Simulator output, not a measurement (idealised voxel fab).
process module | voxel transistor to metal
cross-section cut | 185 nm wide | cells 5 nm
A cross-section is a grid of square cells, given in bands from the top down. A band is one or more rows of cells.
Each band's line starts with the height of the band's top and of its bottom, in nm. Then come its materials from left to right, each with its width in nm. One material with "throughout" fills the band from edge to edge. "air" is empty space.
Height 0 is the level under which the wafer as received is all one material. The lowest band goes on downwards, as in "0 down".
A width such as "30 to 40" changes by the same amount from each row of cells to the next, from the band's top row to its bottom row.
"no change" after a step means that no cell of the cross-section changed.
closed voids: empty space of 8 cells or more with no open way to the top, each as width x height at its distance from the left edge, in nm
after a step's settings: what the simulator itself notes on the step
overlay nm, on a step with a mask: how far to the right of its planned place the mask lay; to the left if negative
plan
1 op RECEIVE | material Si
2 op OXIDIZE | depth nm 5
3 op CONFORMAL_DEP | material SiN | thk nm 10
4 op PATTERN | tone cover | mask id ACTIVE | material resist | width nm 120 | thk nm 15 | overlay nm 0
5 op DIRECTIONAL_ETCH | etch materials SiN | depth nm 10
6 op DIRECTIONAL_ETCH | etch materials SiO2 | depth nm 5
7 op DIRECTIONAL_ETCH | etch materials Si | depth nm 25
8 op STRIP | etch materials resist
9 op OXIDIZE | depth nm 5
10 op FILL_DEP | material SiO2 | thk nm 15
11 op CMP | height nm 10
12 op SELECTIVE_ETCH | etch materials SiO2 | depth nm 10
13 op STRIP | etch materials SiN
14 op SELECTIVE_ETCH | etch materials SiO2 | depth nm 5
15 op OXIDIZE | depth nm 5
16 op DIRECTIONAL_DEP | material polySi | thk nm 25
17 op DIRECTIONAL_DEP | material SiCN | thk nm 15
18 op PATTERN | tone cover | mask id GATE | material resist | width nm 30 | thk nm 15 | overlay nm 0
19 op DIRECTIONAL_ETCH | etch materials SiCN | depth nm 25
20 op DIRECTIONAL_ETCH | etch materials polySi | depth nm 35
21 op STRIP | etch materials resist
22 op CONFORMAL_DEP | material SiO2 | thk nm 5
23 op DIRECTIONAL_ETCH | etch materials SiO2 | depth nm 5
24 op CONFORMAL_DEP | material SiN | thk nm 5
25 op DIRECTIONAL_ETCH | etch materials SiN | depth nm 5
26 op DIRECTIONAL_ETCH | etch materials SiO2 | depth nm 5
27 op DIRECTIONAL_ETCH | etch materials Si | depth nm 5
28 op EPI | material nSi | thk nm 10
29 op FILL_DEP | material SiO2 | thk nm 10
30 op CMP | height nm 20
31 op STRIP | etch materials polySi
32 op SELECTIVE_ETCH | etch materials SiO2 | depth nm 5
33 op CONFORMAL_DEP | material HfO2 | thk nm 5
34 op CONFORMAL_DEP | material TiN | thk nm 5
35 op FILL_DEP | material W | thk nm 5
36 op CMP | height nm 15
37 op DIRECTIONAL_DEP | material SiO2 | thk nm 10
38 op DIRECTIONAL_DEP | material aC | thk nm 15
39 op PATTERN | tone open | mask id CONTACT | material resist | width nm 20 | pitch nm 90 | thk nm 30 | overlay nm 0
40 op DIRECTIONAL_ETCH | etch materials aC | depth nm 15
41 op STRIP | etch materials resist
42 op DIRECTIONAL_ETCH | etch materials SiO2 | depth nm 30
43 op STRIP | etch materials aC
44 op CONFORMAL_DEP | material TiN | thk nm 5
45 op FILL_DEP | material Ru | thk nm 10
46 op CMP | height nm 25
47 op CONFORMAL_DEP | material SiN | thk nm 5
48 op DIRECTIONAL_DEP | material lowk | thk nm 20
49 op MASKED_ETCH | tone open | mask id METAL_1 | width nm 20 | pitch nm 90 | etch materials lowk | depth nm 20 | overlay nm 0
50 op MASKED_ETCH | tone open | mask id METAL_1 | width nm 20 | pitch nm 90 | etch materials SiN | depth nm 5 | overlay nm 0
51 op CONFORMAL_DEP | material TiN | thk nm 5
52 op FILL_DEP | material W | thk nm 10
53 op CMP | height nm 50
54 op EPI | material Ru | thk nm 5
55 op FILL_DEP | material SiCN | thk nm 5
56 op DIRECTIONAL_DEP | material lowk | thk nm 30
57 op PATTERN | tone open | mask id METAL_2_HOLES | material resist | width nm 15 | pitch nm 90 | thk nm 20 | overlay nm 0
58 op DIRECTIONAL_ETCH | etch materials lowk | depth nm 30
59 op STRIP | etch materials resist
60 op PATTERN | tone open | mask id METAL_2 | material resist | width nm 20 | pitch nm 90 | thk nm 15 | overlay nm 0
61 op DIRECTIONAL_ETCH | etch materials lowk | depth nm 20
62 op DIRECTIONAL_ETCH | etch materials SiCN | depth nm 5
63 op STRIP | etch materials resist
64 op CONFORMAL_DEP | material TiN | thk nm 5
65 op FILL_DEP | material Cu | thk nm 10
66 op CMP | height nm 90
67 op CONFORMAL_DEP | material SiN | thk nm 5
first wafer, as planned
as received, after step 1
  0 down: Si throughout
  closed voids: none
after step 2
  0 to -5: SiO2 throughout
  below -5: unchanged
after step 3
  10 to 0: SiN throughout
  below 0: unchanged
after step 4
  25 to 10: air 30 | resist 120 | air 35
  below 10: unchanged
after step 5
  25 to 10: air 30 | resist 120 | air 35
  10 to 0: air 30 | SiN 120 | air 35
  below 0: unchanged
after step 6
  25 to 10: air 30 | resist 120 | air 35
  10 to 0: air 30 | SiN 120 | air 35
  0 to -5: air 30 | SiO2 120 | air 35
  below -5: unchanged
after step 7
  25 to 10: air 30 | resist 120 | air 35
  10 to 0: air 30 | SiN 120 | air 35
  0 to -5: air 30 | SiO2 120 | air 35
  -5 to -30: air 30 | Si 120 | air 35
  below -30: unchanged
after step 8
  10 to 0: air 30 | SiN 120 | air 35
  below 0: unchanged
after step 9
  10 to 0: air 30 | SiN 120 | air 35
  0 to -5: air 30 | SiO2 120 | air 35
  -5 to -30: air 30 | SiO2 5 | Si 110 | SiO2 5 | air 35
  -30 to -35: SiO2 35 | Si 110 | SiO2 40
  below -35: unchanged
after step 10
  25 to 10: SiO2 throughout
  10 to 0: SiO2 30 | SiN 120 | SiO2 35
  0 to -5: SiO2 throughout
  -5 to -35: SiO2 35 | Si 110 | SiO2 40
  below -35: unchanged
after step 11
  10 to 0: SiO2 30 | SiN 120 | SiO2 35
  below 0: unchanged
after step 12
  10 to 0: air 30 | SiN 120 | air 35
  below 0: unchanged
after step 13
  0 to -5: SiO2 throughout
  below -5: unchanged
after step 14
  -5 to -35: SiO2 35 | Si 110 | SiO2 40
  below -35: unchanged
after step 15
  -5 to -10: SiO2 throughout
  below -10: unchanged
after step 16
  20 to -5: polySi throughout
  below -5: unchanged
after step 17
  35 to 20: SiCN throughout
  below 20: unchanged
after step 18
  50 to 35: air 75 | resist 30 | air 80
  below 35: unchanged
after step 19
  50 to 35: air 75 | resist 30 | air 80
  35 to 20: air 75 | SiCN 30 | air 80
  below 20: unchanged
after step 20
  50 to 35: air 75 | resist 30 | air 80
  35 to 20: air 75 | SiCN 30 | air 80
  20 to -5: air 75 | polySi 30 | air 80
  below -5: unchanged
after step 21
  35 to 20: air 75 | SiCN 30 | air 80
  below 20: unchanged
after step 22
  40 to 35: air 70 | SiO2 40 | air 75
  35 to 20: air 70 | SiO2 5 | SiCN 30 | SiO2 5 | air 75
  20 to 0: air 70 | SiO2 5 | polySi 30 | SiO2 5 | air 75
  0 to -5: SiO2 75 | polySi 30 | SiO2 80
  below -5: unchanged
after step 23
  35 to 20: air 70 | SiO2 5 | SiCN 30 | SiO2 5 | air 75
  20 to -5: air 70 | SiO2 5 | polySi 30 | SiO2 5 | air 75
  below -5: unchanged
after step 24
  40 to 35: air 65 | SiN 50 | air 70
  35 to 20: air 65 | SiN 5 | SiO2 5 | SiCN 30 | SiO2 5 | SiN 5 | air 70
  20 to 0: air 65 | SiN 5 | SiO2 5 | polySi 30 | SiO2 5 | SiN 5 | air 70
  0 to -5: SiN 70 | SiO2 5 | polySi 30 | SiO2 5 | SiN 75
  below -5: unchanged
after step 25
  35 to 20: air 65 | SiN 5 | SiO2 5 | SiCN 30 | SiO2 5 | SiN 5 | air 70
  20 to -5: air 65 | SiN 5 | SiO2 5 | polySi 30 | SiO2 5 | SiN 5 | air 70
  below -5: unchanged
after step 26
  35 to 30: air 65 | SiN 5 | air 5 | SiCN 30 | air 5 | SiN 5 | air 70
  30 to 20: air 65 | SiN 5 | SiO2 5 | SiCN 30 | SiO2 5 | SiN 5 | air 70
  20 to -5: air 65 | SiN 5 | SiO2 5 | polySi 30 | SiO2 5 | SiN 5 | air 70
  -5 to -10: air 65 | SiO2 50 | air 70
  below -10: unchanged
after step 27
  35 to 30: air 65 | SiN 5 | air 5 | SiCN 30 | air 5 | SiN 5 | air 70
  30 to 20: air 65 | SiN 5 | SiO2 5 | SiCN 30 | SiO2 5 | SiN 5 | air 70
  20 to -5: air 65 | SiN 5 | SiO2 5 | polySi 30 | SiO2 5 | SiN 5 | air 70
  -5 to -10: air 65 | SiO2 50 | air 70
  -10 to -15: SiO2 35 | air 30 | Si 50 | air 30 | SiO2 40
  below -15: unchanged
after step 28
  35 to 30: air 65 | SiN 5 | air 5 | SiCN 30 | air 5 | SiN 5 | air 70
  30 to 20: air 65 | SiN 5 | SiO2 5 | SiCN 30 | SiO2 5 | SiN 5 | air 70
  20 to 0: air 65 | SiN 5 | SiO2 5 | polySi 30 | SiO2 5 | SiN 5 | air 70
  0 to -5: air 55 | nSi 10 | SiN 5 | SiO2 5 | polySi 30 | SiO2 5 | SiN 5 | nSi 10 | air 60
  -5 to -10: air 30 | nSi 35 | SiO2 50 | nSi 35 | air 35
  -10 to -15: SiO2 35 | nSi 30 | Si 50 | nSi 30 | SiO2 40
  below -15: unchanged
after step 29
  45 to 35: SiO2 throughout
  35 to 20: SiO2 65 | SiN 5 | SiO2 5 | SiCN 30 | SiO2 5 | SiN 5 | SiO2 70
  20 to 0: SiO2 65 | SiN 5 | SiO2 5 | polySi 30 | SiO2 5 | SiN 5 | SiO2 70
  0 to -5: SiO2 55 | nSi 10 | SiN 5 | SiO2 5 | polySi 30 | SiO2 5 | SiN 5 | nSi 10 | SiO2 60
  -5 to -10: SiO2 30 | nSi 35 | SiO2 50 | nSi 35 | SiO2 35
  below -10: unchanged
after step 30
  20 to 0: SiO2 65 | SiN 5 | SiO2 5 | polySi 30 | SiO2 5 | SiN 5 | SiO2 70
  below 0: unchanged
after step 31
  20 to 0: SiO2 65 | SiN 5 | SiO2 5 | air 30 | SiO2 5 | SiN 5 | SiO2 70
  0 to -5: SiO2 55 | nSi 10 | SiN 5 | SiO2 5 | air 30 | SiO2 5 | SiN 5 | nSi 10 | SiO2 60
  below -5: unchanged
after step 32
  20 to 15: air 65 | SiN 5 | air 40 | SiN 5 | air 70
  15 to 0: SiO2 65 | SiN 5 | air 40 | SiN 5 | SiO2 70
  0 to -5: SiO2 55 | nSi 10 | SiN 5 | air 40 | SiN 5 | nSi 10 | SiO2 60
  -5 to -10: SiO2 30 | nSi 35 | SiO2 5 | air 40 | SiO2 5 | nSi 35 | SiO2 35
  below -10: unchanged
after step 33
  25 to 20: air 60 | HfO2 15 | air 30 | HfO2 15 | air 65
  20 to 15: HfO2 65 | SiN 5 | HfO2 5 | air 30 | HfO2 5 | SiN 5 | HfO2 70
  15 to 0: SiO2 65 | SiN 5 | HfO2 5 | air 30 | HfO2 5 | SiN 5 | SiO2 70
  0 to -5: SiO2 55 | nSi 10 | SiN 5 | HfO2 5 | air 30 | HfO2 5 | SiN 5 | nSi 10 | SiO2 60
  -5 to -10: SiO2 30 | nSi 35 | SiO2 5 | HfO2 40 | SiO2 5 | nSi 35 | SiO2 35
  below -10: unchanged
after step 34
  30 to 25: air 55 | TiN 25 | air 20 | TiN 25 | air 60
  25 to 20: TiN 60 | HfO2 15 | TiN 5 | air 20 | TiN 5 | HfO2 15 | TiN 65
  20 to 15: HfO2 65 | SiN 5 | HfO2 5 | TiN 5 | air 20 | TiN 5 | HfO2 5 | SiN 5 | HfO2 70
  15 to 0: SiO2 65 | SiN 5 | HfO2 5 | TiN 5 | air 20 | TiN 5 | HfO2 5 | SiN 5 | SiO2 70
  0 to -5: SiO2 55 | nSi 10 | SiN 5 | HfO2 5 | TiN 30 | HfO2 5 | SiN 5 | nSi 10 | SiO2 60
  below -5: unchanged
after step 35
  35 to 30: W throughout
  30 to 25: W 55 | TiN 25 | W 20 | TiN 25 | W 60
  25 to 20: TiN 60 | HfO2 15 | TiN 5 | W 20 | TiN 5 | HfO2 15 | TiN 65
  20 to 15: HfO2 65 | SiN 5 | HfO2 5 | TiN 5 | W 20 | TiN 5 | HfO2 5 | SiN 5 | HfO2 70
  15 to 0: SiO2 65 | SiN 5 | HfO2 5 | TiN 5 | W 20 | TiN 5 | HfO2 5 | SiN 5 | SiO2 70
  below 0: unchanged
after step 36
  15 to 0: SiO2 65 | SiN 5 | HfO2 5 | TiN 5 | W 20 | TiN 5 | HfO2 5 | SiN 5 | SiO2 70
  below 0: unchanged
after step 37
  25 to 15: SiO2 throughout
  below 15: unchanged
after step 38
  40 to 25: aC throughout
  below 25: unchanged
after step 39
  70 to 40: resist 35 | air 20 | resist 70 | air 20 | resist 40
  below 40: unchanged
after step 40
  55 to 40: resist 35 | air 20 | resist 70 | air 20 | resist 40
  40 to 25: aC 35 | air 20 | aC 70 | air 20 | aC 40
  below 25: unchanged
after step 41
  40 to 25: aC 35 | air 20 | aC 70 | air 20 | aC 40
  below 25: unchanged
after step 42
  40 to 25: aC 35 | air 20 | aC 70 | air 20 | aC 40
  25 to 15: SiO2 35 | air 20 | SiO2 70 | air 20 | SiO2 40
  15 to 0: SiO2 35 | air 20 | SiO2 10 | SiN 5 | HfO2 5 | TiN 5 | W 20 | TiN 5 | HfO2 5 | SiN 5 | SiO2 10 | air 20 | SiO2 40
  0 to -5: SiO2 35 | air 20 | nSi 10 | SiN 5 | HfO2 5 | TiN 30 | HfO2 5 | SiN 5 | nSi 10 | air 20 | SiO2 40
  below -5: unchanged
after step 43
  25 to 15: SiO2 35 | air 20 | SiO2 70 | air 20 | SiO2 40
  below 15: unchanged
after step 44
  30 to 25: TiN 40 | air 10 | TiN 80 | air 10 | TiN 45
  25 to 15: SiO2 35 | TiN 5 | air 10 | TiN 5 | SiO2 70 | TiN 5 | air 10 | TiN 5 | SiO2 40
  15 to 0: SiO2 35 | TiN 5 | air 10 | TiN 5 | SiO2 10 | SiN 5 | HfO2 5 | TiN 5 | W 20 | TiN 5 | HfO2 5 | SiN 5 | SiO2 10 | TiN 5 | air 10 | TiN 5 | SiO2 40
  0 to -5: SiO2 35 | TiN 20 | nSi 10 | SiN 5 | HfO2 5 | TiN 30 | HfO2 5 | SiN 5 | nSi 10 | TiN 20 | SiO2 40
  below -5: unchanged
after step 45
  40 to 30: Ru throughout
  30 to 25: TiN 40 | Ru 10 | TiN 80 | Ru 10 | TiN 45
  25 to 15: SiO2 35 | TiN 5 | Ru 10 | TiN 5 | SiO2 70 | TiN 5 | Ru 10 | TiN 5 | SiO2 40
  15 to 0: SiO2 35 | TiN 5 | Ru 10 | TiN 5 | SiO2 10 | SiN 5 | HfO2 5 | TiN 5 | W 20 | TiN 5 | HfO2 5 | SiN 5 | SiO2 10 | TiN 5 | Ru 10 | TiN 5 | SiO2 40
  below 0: unchanged
after step 46
  25 to 15: SiO2 35 | TiN 5 | Ru 10 | TiN 5 | SiO2 70 | TiN 5 | Ru 10 | TiN 5 | SiO2 40
  below 15: unchanged
after step 47
  30 to 25: SiN throughout
  below 25: unchanged
after step 48
  50 to 30: lowk throughout
  below 30: unchanged
after step 49
  50 to 30: lowk 35 | air 20 | lowk 70 | air 20 | lowk 40
  below 30: unchanged
after step 50
  50 to 30: lowk 35 | air 20 | lowk 70 | air 20 | lowk 40
  30 to 25: SiN 35 | air 20 | SiN 70 | air 20 | SiN 40
  below 25: unchanged
after step 51
  55 to 50: TiN 40 | air 10 | TiN 80 | air 10 | TiN 45
  50 to 30: lowk 35 | TiN 5 | air 10 | TiN 5 | lowk 70 | TiN 5 | air 10 | TiN 5 | lowk 40
  30 to 25: SiN 35 | TiN 20 | SiN 70 | TiN 20 | SiN 40
  below 25: unchanged
after step 52
  65 to 55: W throughout
  55 to 50: TiN 40 | W 10 | TiN 80 | W 10 | TiN 45
  50 to 30: lowk 35 | TiN 5 | W 10 | TiN 5 | lowk 70 | TiN 5 | W 10 | TiN 5 | lowk 40
  below 30: unchanged
after step 53
  50 to 30: lowk 35 | TiN 5 | W 10 | TiN 5 | lowk 70 | TiN 5 | W 10 | TiN 5 | lowk 40
  below 30: unchanged
after step 54
  55 to 50: air 30 | Ru 30 | air 60 | Ru 30 | air 35
  below 50: unchanged
after step 55
  60 to 55: SiCN throughout
  55 to 50: SiCN 30 | Ru 30 | SiCN 60 | Ru 30 | SiCN 35
  below 50: unchanged
after step 56
  90 to 60: lowk throughout
  below 60: unchanged
after step 57
  110 to 90: resist 35 | air 15 | resist 75 | air 15 | resist 45
  below 90: unchanged
after step 58
  110 to 90: resist 35 | air 15 | resist 75 | air 15 | resist 45
  90 to 60: lowk 35 | air 15 | lowk 75 | air 15 | lowk 45
  below 60: unchanged
after step 59
  90 to 60: lowk 35 | air 15 | lowk 75 | air 15 | lowk 45
  below 60: unchanged
after step 60
  105 to 90: resist 35 | air 20 | resist 70 | air 20 | resist 40
  below 90: unchanged
after step 61
  105 to 90: resist 35 | air 20 | resist 70 | air 20 | resist 40
  90 to 70: lowk 35 | air 20 | lowk 70 | air 20 | lowk 40
  below 70: unchanged
after step 62
  105 to 90: resist 35 | air 20 | resist 70 | air 20 | resist 40
  90 to 70: lowk 35 | air 20 | lowk 70 | air 20 | lowk 40
  70 to 60: lowk 35 | air 15 | lowk 75 | air 15 | lowk 45
  60 to 55: SiCN 35 | air 15 | SiCN 75 | air 15 | SiCN 45
  below 55: unchanged
after step 63
  90 to 70: lowk 35 | air 20 | lowk 70 | air 20 | lowk 40
  below 70: unchanged
after step 64
  95 to 90: TiN 40 | air 10 | TiN 80 | air 10 | TiN 45
  90 to 75: lowk 35 | TiN 5 | air 10 | TiN 5 | lowk 70 | TiN 5 | air 10 | TiN 5 | lowk 40
  75 to 70: lowk 35 | TiN 5 | air 5 | TiN 10 | lowk 70 | TiN 5 | air 5 | TiN 10 | lowk 40
  70 to 60: lowk 35 | TiN 5 | air 5 | TiN 5 | lowk 75 | TiN 5 | air 5 | TiN 5 | lowk 45
  60 to 55: SiCN 35 | TiN 15 | SiCN 75 | TiN 15 | SiCN 45
  below 55: unchanged
after step 65
  105 to 95: Cu throughout
  95 to 90: TiN 40 | Cu 10 | TiN 80 | Cu 10 | TiN 45
  90 to 75: lowk 35 | TiN 5 | Cu 10 | TiN 5 | lowk 70 | TiN 5 | Cu 10 | TiN 5 | lowk 40
  75 to 70: lowk 35 | TiN 5 | Cu 5 | TiN 10 | lowk 70 | TiN 5 | Cu 5 | TiN 10 | lowk 40
  70 to 60: lowk 35 | TiN 5 | Cu 5 | TiN 5 | lowk 75 | TiN 5 | Cu 5 | TiN 5 | lowk 45
  below 60: unchanged
after step 66
  90 to 75: lowk 35 | TiN 5 | Cu 10 | TiN 5 | lowk 70 | TiN 5 | Cu 10 | TiN 5 | lowk 40
  below 75: unchanged
after step 67
  95 to 90: SiN throughout
  below 90: unchanged
second wafer: like start, like plan, one mistake. Through step 43 it matches the first wafer
when step 44 should have ended
  30 to 15: SiO2 40 | air 10 | SiO2 80 | air 10 | SiO2 45
  15 to 0: SiO2 40 | air 10 | SiO2 15 | SiN 5 | HfO2 5 | TiN 5 | W 20 | TiN 5 | HfO2 5 | SiN 5 | SiO2 15 | air 10 | SiO2 45
  0 to -5: SiO2 55 | nSi 10 | SiN 5 | HfO2 5 | TiN 30 | HfO2 5 | SiN 5 | nSi 10 | SiO2 60
  below -5: unchanged
when step 45 should have ended
  40 to 30: Ru throughout
  30 to 15: SiO2 40 | Ru 10 | SiO2 80 | Ru 10 | SiO2 45
  15 to 0: SiO2 40 | Ru 10 | SiO2 15 | SiN 5 | HfO2 5 | TiN 5 | W 20 | TiN 5 | HfO2 5 | SiN 5 | SiO2 15 | Ru 10 | SiO2 45
  below 0: unchanged
when step 46 should have ended
  25 to 15: SiO2 40 | Ru 10 | SiO2 80 | Ru 10 | SiO2 45
  below 15: unchanged
when step 47 should have ended
  30 to 25: SiN throughout
  below 25: unchanged
when step 48 should have ended
  50 to 30: lowk throughout
  below 30: unchanged
when step 49 should have ended
  50 to 30: lowk 35 | air 20 | lowk 70 | air 20 | lowk 40
  below 30: unchanged
when step 50 should have ended
  50 to 30: lowk 35 | air 20 | lowk 70 | air 20 | lowk 40
  30 to 25: SiN 35 | air 20 | SiN 70 | air 20 | SiN 40
  below 25: unchanged
when step 51 should have ended
  55 to 50: TiN 40 | air 10 | TiN 80 | air 10 | TiN 45
  50 to 30: lowk 35 | TiN 5 | air 10 | TiN 5 | lowk 70 | TiN 5 | air 10 | TiN 5 | lowk 40
  30 to 25: SiN 35 | TiN 20 | SiN 70 | TiN 20 | SiN 40
  below 25: unchanged
when step 52 should have ended
  65 to 55: W throughout
  55 to 50: TiN 40 | W 10 | TiN 80 | W 10 | TiN 45
  50 to 30: lowk 35 | TiN 5 | W 10 | TiN 5 | lowk 70 | TiN 5 | W 10 | TiN 5 | lowk 40
  below 30: unchanged
when step 53 should have ended
  50 to 30: lowk 35 | TiN 5 | W 10 | TiN 5 | lowk 70 | TiN 5 | W 10 | TiN 5 | lowk 40
  below 30: unchanged
when step 54 should have ended
  55 to 50: air 30 | Ru 30 | air 60 | Ru 30 | air 35
  below 50: unchanged
when step 55 should have ended
  60 to 55: SiCN throughout
  55 to 50: SiCN 30 | Ru 30 | SiCN 60 | Ru 30 | SiCN 35
  below 50: unchanged
when step 56 should have ended
  90 to 60: lowk throughout
  below 60: unchanged
when step 57 should have ended
  110 to 90: resist 35 | air 15 | resist 75 | air 15 | resist 45
  below 90: unchanged
when step 58 should have ended
  110 to 90: resist 35 | air 15 | resist 75 | air 15 | resist 45
  90 to 60: lowk 35 | air 15 | lowk 75 | air 15 | lowk 45
  below 60: unchanged
when step 59 should have ended
  90 to 60: lowk 35 | air 15 | lowk 75 | air 15 | lowk 45
  below 60: unchanged
when step 60 should have ended
  105 to 90: resist 35 | air 20 | resist 70 | air 20 | resist 40
  below 90: unchanged
when step 61 should have ended
  105 to 90: resist 35 | air 20 | resist 70 | air 20 | resist 40
  90 to 70: lowk 35 | air 20 | lowk 70 | air 20 | lowk 40
  below 70: unchanged
when step 62 should have ended
  105 to 90: resist 35 | air 20 | resist 70 | air 20 | resist 40
  90 to 70: lowk 35 | air 20 | lowk 70 | air 20 | lowk 40
  70 to 60: lowk 35 | air 15 | lowk 75 | air 15 | lowk 45
  60 to 55: SiCN 35 | air 15 | SiCN 75 | air 15 | SiCN 45
  below 55: unchanged
when step 63 should have ended
  90 to 70: lowk 35 | air 20 | lowk 70 | air 20 | lowk 40
  below 70: unchanged
when step 64 should have ended
  95 to 90: TiN 40 | air 10 | TiN 80 | air 10 | TiN 45
  90 to 75: lowk 35 | TiN 5 | air 10 | TiN 5 | lowk 70 | TiN 5 | air 10 | TiN 5 | lowk 40
  75 to 70: lowk 35 | TiN 5 | air 5 | TiN 10 | lowk 70 | TiN 5 | air 5 | TiN 10 | lowk 40
  70 to 60: lowk 35 | TiN 5 | air 5 | TiN 5 | lowk 75 | TiN 5 | air 5 | TiN 5 | lowk 45
  60 to 55: SiCN 35 | TiN 15 | SiCN 75 | TiN 15 | SiCN 45
  below 55: unchanged
when step 65 should have ended
  105 to 95: Cu throughout
  95 to 90: TiN 40 | Cu 10 | TiN 80 | Cu 10 | TiN 45
  90 to 75: lowk 35 | TiN 5 | Cu 10 | TiN 5 | lowk 70 | TiN 5 | Cu 10 | TiN 5 | lowk 40
  75 to 70: lowk 35 | TiN 5 | Cu 5 | TiN 10 | lowk 70 | TiN 5 | Cu 5 | TiN 10 | lowk 40
  70 to 60: lowk 35 | TiN 5 | Cu 5 | TiN 5 | lowk 75 | TiN 5 | Cu 5 | TiN 5 | lowk 45
  below 60: unchanged
when step 66 should have ended
  90 to 75: lowk 35 | TiN 5 | Cu 10 | TiN 5 | lowk 70 | TiN 5 | Cu 10 | TiN 5 | lowk 40
  below 75: unchanged
when step 67 should have ended
  95 to 90: SiN throughout
  below 90: unchanged
what went wrong: step 44 ran as: op CONFORMAL_DEP | material SiO2 | thk nm 5
at the end the second wafer has, in cells: 28 more of SiO2 | 28 fewer of TiN
